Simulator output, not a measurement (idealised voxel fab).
Process module heading - voxel released beams
Square cells of 5 nm make up the cross-section cut, whose width is 210 nm.
Cross-section layout: square cells on a grid; listed as bands, top to bottom; a band spans one or more cell rows. Band entry format. Leading values: height of top, height of bottom, nm. Remainder: materials in left-to-right order, each with its width in nm. Special words: "full width" on a single material, which then fills the band edge to edge; "air", empty space. All heights in this document are referenced to 0, defined as the level beneath which the wafer, as received, consists entirely of one material. The lowest band is not bounded below; it extends indefinitely downward and is written in the form "0 down". Read "30..40" as a graded width: first number on top, second number at the bottom, same change between each pair of neighbouring rows. Given "nothing changed" for a step, no cell of the cross-section differs between before and after that step. For the entry "Closed internal cavities", the listed items are empty spaces with no open way to the top whose size is 8 cells or more; each item follows the pattern width x height at distance, where distance is from the left edge and all three are in nm. Where a step's line continues beyond its settings, the continuation is a remark by the simulator itself on that step. For masked steps, "overlay nm" on the step line gives how far right of plan the mask actually lay; a minus sign means it lay to the left.

# Process steps foreseen in the plan
1. RECEIVE: material Si
2. CONFORMAL_DEP: material SiN, thk nm 5
3. DIRECTIONAL_DEP: material SiO2, thk nm 10
4. DIRECTIONAL_DEP: material aC, thk nm 15
5. PATTERN: tone open, mask id ANCHOR, material resist, width nm 35, thk nm 35, overlay nm 0
6. DIRECTIONAL_ETCH: etch materials aC, depth nm 15
7. STRIP: etch materials resist
8. DIRECTIONAL_ETCH: etch materials SiO2, depth nm 10
9. STRIP: etch materials aC
10. CONFORMAL_DEP: material W, thk nm 15
11. DIRECTIONAL_DEP: material aC, thk nm 15
12. PATTERN: tone cover, mask id BEAM, material resist, width nm 120, thk nm 30, overlay nm 0
13. DIRECTIONAL_ETCH: etch materials aC, depth nm 15
14. STRIP: etch materials resist
15. DIRECTIONAL_ETCH: etch materials W, depth nm 15
16. STRIP: etch materials aC
17. STRIP: etch materials SiO2

# So this is the incoming wafer in cross-section - it's already been through step 1
  0 down = Si full width
  Closed internal cavities: none

# a wafer at the end: this start, this plan, one mistake
  30 to 15 = air 40, W 120, air 50
  15 to 10 = SiN full width
  10 to 0 = SiO2 full width
  0 down = Si full width
  Closed internal cavities: none
Plan not followed: the intended sequence of steps 2 and 3 was reversed during processing, with each occupying the position of the other
